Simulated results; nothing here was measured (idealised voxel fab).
process module | voxel wiring stack
cross-section cut | 230 nm wide | cells 5 nm
A cross-section is a grid of square cells, given in bands from the top down. A band is one or more rows of cells.
Each band's line starts with the height of the band's top and of its bottom, in nm. Then come its materials from left to right, each with its width in nm. One material with "throughout" fills the band from edge to edge. "air" is empty space.
Height 0 is the level under which the wafer as received is all one material. The lowest band goes on downwards, as in "0 down".
A width such as "30 to 40" changes by the same amount from each row of cells to the next, from the band's top row to its bottom row.
"no change" after a step means that no cell of the cross-section changed.
closed voids: empty space of 8 cells or more with no open way to the top, each as width x height at its distance from the left edge, in nm
after a step's settings: what the simulator itself notes on the step
overlay nm, on a step with a mask: how far to the right of its planned place the mask lay; to the left if negative
plan
1 op RECEIVE | material Si
2 op CONFORMAL_DEP | material SiO2 | thk nm 10
3 op DIRECTIONAL_DEP | material TiN | thk nm 5
4 op DIRECTIONAL_DEP | material W | thk nm 20
5 op PATTERN | tone cover | mask id METAL_1 | material resist | width nm 25 | pitch nm 40 | thk nm 20 | overlay nm 0
6 op DIRECTIONAL_ETCH | etch materials W | depth nm 20
7 op DIRECTIONAL_ETCH | etch materials TiN | depth nm 5
8 op STRIP | etch materials resist
9 op CONFORMAL_DEP | material SiN | thk nm 5
10 op FILL_DEP | material SiO2 | thk nm 10
11 op CMP | height nm 35
12 op CONFORMAL_DEP | material SiCN | thk nm 5
13 op DIRECTIONAL_DEP | material lowk | thk nm 15
14 op MASKED_ETCH | tone open | mask id PLUG_1 | width nm 15 | pitch nm 80 | etch materials lowk | depth nm 15 | overlay nm 0
15 op MASKED_ETCH | tone open | mask id PLUG_1 | width nm 15 | pitch nm 80 | etch materials SiCN | depth nm 5 | overlay nm 0
16 op EPI | material Ru | thk nm 10
17 op EPI | material Ru | thk nm 10
18 op DIRECTIONAL_DEP | material TiN | thk nm 5
19 op DIRECTIONAL_DEP | material Ru | thk nm 15
20 op DIRECTIONAL_DEP | material aC | thk nm 10
21 op PATTERN | tone cover | mask id METAL_2 | material resist | width nm 25 | pitch nm 40 | thk nm 30 | overlay nm 0
22 op DIRECTIONAL_ETCH | etch materials aC | depth nm 10
23 op STRIP | etch materials resist
24 op DIRECTIONAL_ETCH | etch materials Ru | depth nm 15
25 op DIRECTIONAL_ETCH | etch materials TiN | depth nm 5
26 op STRIP | etch materials aC
27 op CONFORMAL_DEP | material SiCN | thk nm 5
28 op FILL_DEP | material lowk | thk nm 5
29 op CMP | height nm 75
30 op CONFORMAL_DEP | material SiCN | thk nm 5
31 op DIRECTIONAL_DEP | material SiO2 | thk nm 35
32 op MASKED_ETCH | tone open | mask id METAL_3_HOLES | width nm 15 | pitch nm 40 | etch materials SiO2 | depth nm 35 | overlay nm 0
33 op DIRECTIONAL_DEP | material aC | thk nm 15
34 op PATTERN | tone open | mask id METAL_3 | material resist | width nm 25 | pitch nm 40 | thk nm 30 | overlay nm 0
35 op DIRECTIONAL_ETCH | etch materials aC | depth nm 15
36 op STRIP | etch materials resist
37 op DIRECTIONAL_ETCH | etch materials SiO2 | depth nm 20
38 op DIRECTIONAL_ETCH | etch materials SiCN | depth nm 5
39 op STRIP | etch materials aC
40 op CONFORMAL_DEP | material TiN | thk nm 5
41 op FILL_DEP | material Cu | thk nm 10
42 op CMP | height nm 115
43 op CONFORMAL_DEP | material SiCN | thk nm 5
44 op DIRECTIONAL_DEP | material lowk | thk nm 25
45 op DIRECTIONAL_DEP | material aC | thk nm 15
46 op PATTERN | tone open | mask id METAL_4_HOLES | material resist | width nm 15 | pitch nm 40 | thk nm 35 | overlay nm 0
47 op DIRECTIONAL_ETCH | etch materials aC | depth nm 15
48 op STRIP | etch materials resist
49 op DIRECTIONAL_ETCH | etch materials lowk | depth nm 25
50 op STRIP | etch materials aC
51 op MASKED_ETCH | tone open | mask id METAL_4 | width nm 25 | pitch nm 40 | etch materials lowk | depth nm 15 | overlay nm 0
52 op MASKED_ETCH | tone open | mask id METAL_4 | width nm 25 | pitch nm 40 | etch materials SiCN | depth nm 5 | overlay nm 0
53 op CONFORMAL_DEP | material TiN | thk nm 5
54 op FILL_DEP | material Ru | thk nm 10
55 op CMP | height nm 145
56 op CONFORMAL_DEP | material SiCN | thk nm 5
first wafer, as planned
as received, after step 1
  0 down: Si throughout
  closed voids: none
after step 2
  10 to 0: SiO2 throughout
  below 0: unchanged
after step 3
  15 to 10: TiN throughout
  below 10: unchanged
after step 4
  35 to 15: W throughout
  below 15: unchanged
after step 5
  55 to 35: air 60 | resist 25 | air 15 | resist 25 | air 15 | resist 25 | air 65
  below 35: unchanged
after step 6
  55 to 35: air 60 | resist 25 | air 15 | resist 25 | air 15 | resist 25 | air 65
  35 to 15: air 60 | W 25 | air 15 | W 25 | air 15 | W 25 | air 65
  below 15: unchanged
after step 7
  55 to 35: air 60 | resist 25 | air 15 | resist 25 | air 15 | resist 25 | air 65
  35 to 15: air 60 | W 25 | air 15 | W 25 | air 15 | W 25 | air 65
  15 to 10: air 60 | TiN 25 | air 15 | TiN 25 | air 15 | TiN 25 | air 65
  below 10: unchanged
after step 8
  35 to 15: air 60 | W 25 | air 15 | W 25 | air 15 | W 25 | air 65
  below 15: unchanged
after step 9
  40 to 35: air 55 | SiN 35 | air 5 | SiN 35 | air 5 | SiN 35 | air 60
  35 to 15: air 55 | SiN 5 | W 25 | SiN 5 | air 5 | SiN 5 | W 25 | SiN 5 | air 5 | SiN 5 | W 25 | SiN 5 | air 60
  15 to 10: SiN 60 | TiN 25 | SiN 15 | TiN 25 | SiN 15 | TiN 25 | SiN 65
  below 10: unchanged
after step 10
  50 to 40: SiO2 throughout
  40 to 35: SiO2 55 | SiN 35 | SiO2 5 | SiN 35 | SiO2 5 | SiN 35 | SiO2 60
  35 to 15: SiO2 55 | SiN 5 | W 25 | SiN 5 | SiO2 5 | SiN 5 | W 25 | SiN 5 | SiO2 5 | SiN 5 | W 25 | SiN 5 | SiO2 60
  below 15: unchanged
after step 11
  35 to 15: SiO2 55 | SiN 5 | W 25 | SiN 5 | SiO2 5 | SiN 5 | W 25 | SiN 5 | SiO2 5 | SiN 5 | W 25 | SiN 5 | SiO2 60
  below 15: unchanged
after step 12
  40 to 35: SiCN throughout
  below 35: unchanged
after step 13
  55 to 40: lowk throughout
  below 40: unchanged
after step 14
  55 to 40: lowk 60 | air 15 | lowk 65 | air 15 | lowk 75
  below 40: unchanged
after step 15
  55 to 40: lowk 60 | air 15 | lowk 65 | air 15 | lowk 75
  40 to 35: SiCN 60 | air 15 | SiCN 65 | air 15 | SiCN 75
  below 35: unchanged
after step 16
  55 to 45: lowk 60 | air 15 | lowk 65 | air 15 | lowk 75
  45 to 40: lowk 60 | Ru 15 | lowk 65 | Ru 15 | lowk 75
  40 to 35: SiCN 60 | Ru 15 | SiCN 65 | Ru 15 | SiCN 75
  below 35: unchanged
after step 17
  55 to 40: lowk 60 | Ru 15 | lowk 65 | Ru 15 | lowk 75
  below 40: unchanged
after step 18
  60 to 55: TiN throughout
  below 55: unchanged
after step 19
  75 to 60: Ru throughout
  below 60: unchanged
after step 20
  85 to 75: aC throughout
  below 75: unchanged
after step 21
  115 to 85: air 60 | resist 25 | air 15 | resist 25 | air 15 | resist 25 | air 65
  below 85: unchanged
after step 22
  105 to 85: air 60 | resist 25 | air 15 | resist 25 | air 15 | resist 25 | air 65
  85 to 75: air 60 | aC 25 | air 15 | aC 25 | air 15 | aC 25 | air 65
  below 75: unchanged
after step 23
  85 to 75: air 60 | aC 25 | air 15 | aC 25 | air 15 | aC 25 | air 65
  below 75: unchanged
after step 24
  85 to 75: air 60 | aC 25 | air 15 | aC 25 | air 15 | aC 25 | air 65
  75 to 60: air 60 | Ru 25 | air 15 | Ru 25 | air 15 | Ru 25 | air 65
  below 60: unchanged
after step 25
  85 to 75: air 60 | aC 25 | air 15 | aC 25 | air 15 | aC 25 | air 65
  75 to 60: air 60 | Ru 25 | air 15 | Ru 25 | air 15 | Ru 25 | air 65
  60 to 55: air 60 | TiN 25 | air 15 | TiN 25 | air 15 | TiN 25 | air 65
  below 55: unchanged
after step 26
  75 to 60: air 60 | Ru 25 | air 15 | Ru 25 | air 15 | Ru 25 | air 65
  below 60: unchanged
after step 27
  80 to 75: air 55 | SiCN 35 | air 5 | SiCN 35 | air 5 | SiCN 35 | air 60
  75 to 60: air 55 | SiCN 5 | Ru 25 | SiCN 5 | air 5 | SiCN 5 | Ru 25 | SiCN 5 | air 5 | SiCN 5 | Ru 25 | SiCN 5 | air 60
  60 to 55: SiCN 60 | TiN 25 | SiCN 15 | TiN 25 | SiCN 15 | TiN 25 | SiCN 65
  below 55: unchanged
after step 28
  85 to 80: lowk throughout
  80 to 75: lowk 55 | SiCN 35 | lowk 5 | SiCN 35 | lowk 5 | SiCN 35 | lowk 60
  75 to 60: lowk 55 | SiCN 5 | Ru 25 | SiCN 5 | lowk 5 | SiCN 5 | Ru 25 | SiCN 5 | lowk 5 | SiCN 5 | Ru 25 | SiCN 5 | lowk 60
  below 60: unchanged
after step 29
  75 to 60: lowk 55 | SiCN 5 | Ru 25 | SiCN 5 | lowk 5 | SiCN 5 | Ru 25 | SiCN 5 | lowk 5 | SiCN 5 | Ru 25 | SiCN 5 | lowk 60
  below 60: unchanged
after step 30
  80 to 75: SiCN throughout
  below 75: unchanged
after step 31
  115 to 80: SiO2 throughout
  below 80: unchanged
after step 32
  115 to 80: SiO2 60 | air 15 | SiO2 25 | air 15 | SiO2 25 | air 15 | SiO2 75
  below 80: unchanged
after step 33
  130 to 115: aC 60 | air 15 | aC 25 | air 15 | aC 25 | air 15 | aC 75
  115 to 95: SiO2 60 | air 15 | SiO2 25 | air 15 | SiO2 25 | air 15 | SiO2 75
  95 to 80: SiO2 60 | aC 15 | SiO2 25 | aC 15 | SiO2 25 | aC 15 | SiO2 75
  below 80: unchanged
after step 34
  160 to 130: resist 60 | air 25 | resist 15 | air 25 | resist 15 | air 25 | resist 65
  below 130: unchanged
after step 35
  145 to 130: resist 60 | air 25 | resist 15 | air 25 | resist 15 | air 25 | resist 65
  130 to 115: aC 60 | air 25 | aC 15 | air 25 | aC 15 | air 25 | aC 65
  115 to 80: SiO2 60 | air 15 | SiO2 25 | air 15 | SiO2 25 | air 15 | SiO2 75
  below 80: unchanged
after step 36
  130 to 115: aC 60 | air 25 | aC 15 | air 25 | aC 15 | air 25 | aC 65
  below 115: unchanged
after step 37
  130 to 115: aC 60 | air 25 | aC 15 | air 25 | aC 15 | air 25 | aC 65
  115 to 95: SiO2 60 | air 25 | SiO2 15 | air 25 | SiO2 15 | air 25 | SiO2 65
  below 95: unchanged
after step 38
  130 to 115: aC 60 | air 25 | aC 15 | air 25 | aC 15 | air 25 | aC 65
  115 to 95: SiO2 60 | air 25 | SiO2 15 | air 25 | SiO2 15 | air 25 | SiO2 65
  95 to 80: SiO2 60 | air 15 | SiO2 25 | air 15 | SiO2 25 | air 15 | SiO2 75
  80 to 75: SiCN 60 | air 15 | SiCN 25 | air 15 | SiCN 25 | air 15 | SiCN 75
  below 75: unchanged
after step 39
  115 to 95: SiO2 60 | air 25 | SiO2 15 | air 25 | SiO2 15 | air 25 | SiO2 65
  below 95: unchanged
after step 40
  120 to 115: TiN 65 | air 15 | TiN 25 | air 15 | TiN 25 | air 15 | TiN 70
  115 to 100: SiO2 60 | TiN 5 | air 15 | TiN 5 | SiO2 15 | TiN 5 | air 15 | TiN 5 | SiO2 15 | TiN 5 | air 15 | TiN 5 | SiO2 65
  100 to 95: SiO2 60 | TiN 5 | air 5 | TiN 15 | SiO2 15 | TiN 5 | air 5 | TiN 15 | SiO2 15 | TiN 5 | air 5 | TiN 15 | SiO2 65
  95 to 80: SiO2 60 | TiN 5 | air 5 | TiN 5 | SiO2 25 | TiN 5 | air 5 | TiN 5 | SiO2 25 | TiN 5 | air 5 | TiN 5 | SiO2 75
  80 to 75: SiCN 60 | TiN 15 | SiCN 25 | TiN 15 | SiCN 25 | TiN 15 | SiCN 75
  below 75: unchanged
after step 41
  130 to 120: Cu throughout
  120 to 115: TiN 65 | Cu 15 | TiN 25 | Cu 15 | TiN 25 | Cu 15 | TiN 70
  115 to 100: SiO2 60 | TiN 5 | Cu 15 | TiN 5 | SiO2 15 | TiN 5 | Cu 15 | TiN 5 | SiO2 15 | TiN 5 | Cu 15 | TiN 5 | SiO2 65
  100 to 95: SiO2 60 | TiN 5 | Cu 5 | TiN 15 | SiO2 15 | TiN 5 | Cu 5 | TiN 15 | SiO2 15 | TiN 5 | Cu 5 | TiN 15 | SiO2 65
  95 to 80: SiO2 60 | TiN 5 | Cu 5 | TiN 5 | SiO2 25 | TiN 5 | Cu 5 | TiN 5 | SiO2 25 | TiN 5 | Cu 5 | TiN 5 | SiO2 75
  below 80: unchanged
after step 42
  115 to 100: SiO2 60 | TiN 5 | Cu 15 | TiN 5 | SiO2 15 | TiN 5 | Cu 15 | TiN 5 | SiO2 15 | TiN 5 | Cu 15 | TiN 5 | SiO2 65
  below 100: unchanged
after step 43
  120 to 115: SiCN throughout
  below 115: unchanged
after step 44
  145 to 120: lowk throughout
  below 120: unchanged
after step 45
  160 to 145: aC throughout
  below 145: unchanged
after step 46
  195 to 160: resist 60 | air 15 | resist 25 | air 15 | resist 25 | air 15 | resist 75
  below 160: unchanged
after step 47
  180 to 160: resist 60 | air 15 | resist 25 | air 15 | resist 25 | air 15 | resist 75
  160 to 145: aC 60 | air 15 | aC 25 | air 15 | aC 25 | air 15 | aC 75
  below 145: unchanged
after step 48
  160 to 145: aC 60 | air 15 | aC 25 | air 15 | aC 25 | air 15 | aC 75
  below 145: unchanged
after step 49
  160 to 145: aC 60 | air 15 | aC 25 | air 15 | aC 25 | air 15 | aC 75
  145 to 120: lowk 60 | air 15 | lowk 25 | air 15 | lowk 25 | air 15 | lowk 75
  below 120: unchanged
after step 50
  145 to 120: lowk 60 | air 15 | lowk 25 | air 15 | lowk 25 | air 15 | lowk 75
  below 120: unchanged
after step 51
  145 to 130: lowk 60 | air 25 | lowk 15 | air 25 | lowk 15 | air 25 | lowk 65
  below 130: unchanged
after step 52
  145 to 130: lowk 60 | air 25 | lowk 15 | air 25 | lowk 15 | air 25 | lowk 65
  130 to 120: lowk 60 | air 15 | lowk 25 | air 15 | lowk 25 | air 15 | lowk 75
  120 to 115: SiCN 60 | air 15 | SiCN 25 | air 15 | SiCN 25 | air 15 | SiCN 75
  below 115: unchanged
after step 53
  150 to 145: TiN 65 | air 15 | TiN 25 | air 15 | TiN 25 | air 15 | TiN 70
  145 to 135: lowk 60 | TiN 5 | air 15 | TiN 5 | lowk 15 | TiN 5 | air 15 | TiN 5 | lowk 15 | TiN 5 | air 15 | TiN 5 | lowk 65
  135 to 130: lowk 60 | TiN 5 | air 5 | TiN 15 | lowk 15 | TiN 5 | air 5 | TiN 15 | lowk 15 | TiN 5 | air 5 | TiN 15 | lowk 65
  130 to 120: lowk 60 | TiN 5 | air 5 | TiN 5 | lowk 25 | TiN 5 | air 5 | TiN 5 | lowk 25 | TiN 5 | air 5 | TiN 5 | lowk 75
  120 to 115: SiCN 60 | TiN 15 | SiCN 25 | TiN 15 | SiCN 25 | TiN 15 | SiCN 75
  below 115: unchanged
after step 54
  160 to 150: Ru throughout
  150 to 145: TiN 65 | Ru 15 | TiN 25 | Ru 15 | TiN 25 | Ru 15 | TiN 70
  145 to 135: lowk 60 | TiN 5 | Ru 15 | TiN 5 | lowk 15 | TiN 5 | Ru 15 | TiN 5 | lowk 15 | TiN 5 | Ru 15 | TiN 5 | lowk 65
  135 to 130: lowk 60 | TiN 5 | Ru 5 | TiN 15 | lowk 15 | TiN 5 | Ru 5 | TiN 15 | lowk 15 | TiN 5 | Ru 5 | TiN 15 | lowk 65
  130 to 120: lowk 60 | TiN 5 | Ru 5 | TiN 5 | lowk 25 | TiN 5 | Ru 5 | TiN 5 | lowk 25 | TiN 5 | Ru 5 | TiN 5 | lowk 75
  below 120: unchanged
after step 55
  145 to 135: lowk 60 | TiN 5 | Ru 15 | TiN 5 | lowk 15 | TiN 5 | Ru 15 | TiN 5 | lowk 15 | TiN 5 | Ru 15 | TiN 5 | lowk 65
  below 135: unchanged
after step 56
  150 to 145: SiCN throughout
  below 145: unchanged
second wafer: like start, like plan, one mistake. Through step 30 it matches the first wafer
when step 31 should have ended
  150 to 80: SiO2 throughout
  below 80: unchanged
when step 32 should have ended
  150 to 115: SiO2 60 | air 15 | SiO2 25 | air 15 | SiO2 25 | air 15 | SiO2 75
  below 115: unchanged
when step 33 should have ended
  165 to 150: aC 60 | air 15 | aC 25 | air 15 | aC 25 | air 15 | aC 75
  150 to 130: SiO2 60 | air 15 | SiO2 25 | air 15 | SiO2 25 | air 15 | SiO2 75
  130 to 115: SiO2 60 | aC 15 | SiO2 25 | aC 15 | SiO2 25 | aC 15 | SiO2 75
  below 115: unchanged
when step 34 should have ended
  195 to 165: resist 60 | air 25 | resist 15 | air 25 | resist 15 | air 25 | resist 65
  below 165: unchanged
when step 35 should have ended
  180 to 165: resist 60 | air 25 | resist 15 | air 25 | resist 15 | air 25 | resist 65
  165 to 150: aC 60 | air 25 | aC 15 | air 25 | aC 15 | air 25 | aC 65
  150 to 115: SiO2 60 | air 15 | SiO2 25 | air 15 | SiO2 25 | air 15 | SiO2 75
  below 115: unchanged
when step 36 should have ended
  165 to 150: aC 60 | air 25 | aC 15 | air 25 | aC 15 | air 25 | aC 65
  below 150: unchanged
when step 37 should have ended
  165 to 150: aC 60 | air 25 | aC 15 | air 25 | aC 15 | air 25 | aC 65
  150 to 130: SiO2 60 | air 25 | SiO2 15 | air 25 | SiO2 15 | air 25 | SiO2 65
  130 to 95: SiO2 60 | air 15 | SiO2 25 | air 15 | SiO2 25 | air 15 | SiO2 75
  below 95: unchanged
when step 38 should have ended: no change
when step 39 should have ended
  150 to 130: SiO2 60 | air 25 | SiO2 15 | air 25 | SiO2 15 | air 25 | SiO2 65
  below 130: unchanged
when step 40 should have ended
  155 to 150: TiN 65 | air 15 | TiN 25 | air 15 | TiN 25 | air 15 | TiN 70
  150 to 135: SiO2 60 | TiN 5 | air 15 | TiN 5 | SiO2 15 | TiN 5 | air 15 | TiN 5 | SiO2 15 | TiN 5 | air 15 | TiN 5 | SiO2 65
  135 to 130: SiO2 60 | TiN 5 | air 5 | TiN 15 | SiO2 15 | TiN 5 | air 5 | TiN 15 | SiO2 15 | TiN 5 | air 5 | TiN 15 | SiO2 65
  130 to 100: SiO2 60 | TiN 5 | air 5 | TiN 5 | SiO2 25 | TiN 5 | air 5 | TiN 5 | SiO2 25 | TiN 5 | air 5 | TiN 5 | SiO2 75
  100 to 95: SiO2 60 | TiN 15 | SiO2 25 | TiN 15 | SiO2 25 | TiN 15 | SiO2 75
  below 95: unchanged
when step 41 should have ended
  165 to 155: Cu throughout
  155 to 150: TiN 65 | Cu 15 | TiN 25 | Cu 15 | TiN 25 | Cu 15 | TiN 70
  150 to 135: SiO2 60 | TiN 5 | Cu 15 | TiN 5 | SiO2 15 | TiN 5 | Cu 15 | TiN 5 | SiO2 15 | TiN 5 | Cu 15 | TiN 5 | SiO2 65
  135 to 130: SiO2 60 | TiN 5 | Cu 5 | TiN 15 | SiO2 15 | TiN 5 | Cu 5 | TiN 15 | SiO2 15 | TiN 5 | Cu 5 | TiN 15 | SiO2 65
  130 to 100: SiO2 60 | TiN 5 | Cu 5 | TiN 5 | SiO2 25 | TiN 5 | Cu 5 | TiN 5 | SiO2 25 | TiN 5 | Cu 5 | TiN 5 | SiO2 75
  below 100: unchanged
when step 42 should have ended
  115 to 100: SiO2 60 | TiN 5 | Cu 5 | TiN 5 | SiO2 25 | TiN 5 | Cu 5 | TiN 5 | SiO2 25 | TiN 5 | Cu 5 | TiN 5 | SiO2 75
  below 100: unchanged
when step 43 should have ended
  120 to 115: SiCN throughout
  below 115: unchanged
when step 44 should have ended
  145 to 120: lowk throughout
  below 120: unchanged
when step 45 should have ended
  160 to 145: aC throughout
  below 145: unchanged
when step 46 should have ended
  195 to 160: resist 60 | air 15 | resist 25 | air 15 | resist 25 | air 15 | resist 75
  below 160: unchanged
when step 47 should have ended
  180 to 160: resist 60 | air 15 | resist 25 | air 15 | resist 25 | air 15 | resist 75
  160 to 145: aC 60 | air 15 | aC 25 | air 15 | aC 25 | air 15 | aC 75
  below 145: unchanged
when step 48 should have ended
  160 to 145: aC 60 | air 15 | aC 25 | air 15 | aC 25 | air 15 | aC 75
  below 145: unchanged
when step 49 should have ended
  160 to 145: aC 60 | air 15 | aC 25 | air 15 | aC 25 | air 15 | aC 75
  145 to 120: lowk 60 | air 15 | lowk 25 | air 15 | lowk 25 | air 15 | lowk 75
  below 120: unchanged
when step 50 should have ended
  145 to 120: lowk 60 | air 15 | lowk 25 | air 15 | lowk 25 | air 15 | lowk 75
  below 120: unchanged
when step 51 should have ended
  145 to 130: lowk 60 | air 25 | lowk 15 | air 25 | lowk 15 | air 25 | lowk 65
  below 130: unchanged
when step 52 should have ended
  145 to 130: lowk 60 | air 25 | lowk 15 | air 25 | lowk 15 | air 25 | lowk 65
  130 to 120: lowk 60 | air 15 | lowk 25 | air 15 | lowk 25 | air 15 | lowk 75
  120 to 115: SiCN 60 | air 15 | SiCN 25 | air 15 | SiCN 25 | air 15 | SiCN 75
  below 115: unchanged
when step 53 should have ended
  150 to 145: TiN 65 | air 15 | TiN 25 | air 15 | TiN 25 | air 15 | TiN 70
  145 to 135: lowk 60 | TiN 5 | air 15 | TiN 5 | lowk 15 | TiN 5 | air 15 | TiN 5 | lowk 15 | TiN 5 | air 15 | TiN 5 | lowk 65
  135 to 130: lowk 60 | TiN 5 | air 5 | TiN 15 | lowk 15 | TiN 5 | air 5 | TiN 15 | lowk 15 | TiN 5 | air 5 | TiN 15 | lowk 65
  130 to 120: lowk 60 | TiN 5 | air 5 | TiN 5 | lowk 25 | TiN 5 | air 5 | TiN 5 | lowk 25 | TiN 5 | air 5 | TiN 5 | lowk 75
  120 to 115: SiCN 60 | TiN 15 | SiCN 25 | TiN 15 | SiCN 25 | TiN 15 | SiCN 75
  below 115: unchanged
when step 54 should have ended
  160 to 150: Ru throughout
  150 to 145: TiN 65 | Ru 15 | TiN 25 | Ru 15 | TiN 25 | Ru 15 | TiN 70
  145 to 135: lowk 60 | TiN 5 | Ru 15 | TiN 5 | lowk 15 | TiN 5 | Ru 15 | TiN 5 | lowk 15 | TiN 5 | Ru 15 | TiN 5 | lowk 65
  135 to 130: lowk 60 | TiN 5 | Ru 5 | TiN 15 | lowk 15 | TiN 5 | Ru 5 | TiN 15 | lowk 15 | TiN 5 | Ru 5 | TiN 15 | lowk 65
  130 to 120: lowk 60 | TiN 5 | Ru 5 | TiN 5 | lowk 25 | TiN 5 | Ru 5 | TiN 5 | lowk 25 | TiN 5 | Ru 5 | TiN 5 | lowk 75
  below 120: unchanged
when step 55 should have ended
  145 to 135: lowk 60 | TiN 5 | Ru 15 | TiN 5 | lowk 15 | TiN 5 | Ru 15 | TiN 5 | lowk 15 | TiN 5 | Ru 15 | TiN 5 | lowk 65
  below 135: unchanged
when step 56 should have ended
  150 to 145: SiCN throughout
  below 145: unchanged
what went wrong: step 31 was run twice
at the end the second wafer has, in cells: 30 fewer of Cu | 9 more of SiCN | 51 more of SiO2 | 30 fewer of TiN
